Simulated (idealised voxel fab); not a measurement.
The following is a process module called voxel spacer lines.
Each square cell in cross-section cut measures 5 nm, and the section as a whole is 250 nm wide.
Cross-section spec: square-cell grid; bands listed top down; each band is one or more rows. Band: top height; bottom height; in nm. Then, left to right: material with width in nm, for each material. "full width": a single material spanning edge to edge. "air": empty space. Heights are reckoned from 0. Under this level, the received wafer is all of one material. The bottommost band is open-ended downward, for example "0 nm and below". Per-row width for "30->40": begins at first number (top row of band), ends at second number (bottom row), increment between rows held constant. What does "all unchanged" mean for a step? It means no cell of the cross-section changed in that step. "Completely enclosed voids" enumerates empty spaces isolated from the top, with no open way to it, that contain at least 8 cells, giving each as width x height at distance from the left edge, all three in nm. Whatever follows a step's settings on its line is a remark the simulator itself makes about that step. For masked steps, "overlay nm" on the step line gives how far right of plan the mask actually lay; a minus sign means it lay to the left.

These are the steps we planned for the process
1. RECEIVE with material Si
2. CONFORMAL_DEP with material Al2O3, thk nm 5
3. DIRECTIONAL_DEP with material W, thk nm 10
4. DIRECTIONAL_DEP with material polySi, thk nm 20
5. PATTERN with tone cover, mask id MANDREL, material resist, width nm 15, pitch nm 60, thk nm 25, overlay nm 0
6. DIRECTIONAL_ETCH with etch materials polySi, depth nm 20
7. STRIP with etch materials resist
8. CONFORMAL_DEP with material SiO2, thk nm 10
9. DIRECTIONAL_ETCH with etch materials SiO2, depth nm 10
10. STRIP with etch materials polySi
11. DIRECTIONAL_ETCH with etch materials W, depth nm 10
12. STRIP with etch materials SiO2
Variable across wafers: step 5 width nm (plan value is that of the first wafer; starting state common to all).

So this is the first of several wafers, cross-sectioned as it came to us, meaning it's at the end of step 1
* 0 nm and below | Si full width
* Completely enclosed voids: none

Cross-section, first of several wafers, end of module, after last step 12
* 15 nm to 5 nm | air 80 / W 10 / air 15 / W 10 / air 25 / W 10 / air 15 / W 10 / air 75
* 5 nm to 0 nm | Al2O3 full width
* 0 nm and below | Si full width
* Completely enclosed voids: none

Final wafer of several, shown in cross-section at the end of the module
* 15 nm to 5 nm | air 70 / W 10 / air 35 / W 10 / air 5 / W 10 / air 35 / W 10 / air 65
* 5 nm to 0 nm | Al2O3 full width
* 0 nm and below | Si full width
* Completely enclosed voids: none

Here is how to read the rows: every wafer has a row, and it shows the wafer at the end of the module, giving for each material how many cells were gained (+) or lost (-) since the wafer was received, then listing its closed voids
width nm 15 | +50 Al2O3 | +16 W | Completely enclosed voids: none
width nm 20 | +50 Al2O3 | +16 W | Completely enclosed voids: none
width nm 25 | +50 Al2O3 | +16 W | Completely enclosed voids: none
width nm 30 | +50 Al2O3 | +16 W | Completely enclosed voids: none
width nm 35 | +50 Al2O3 | +16 W | Completely enclosed voids: none
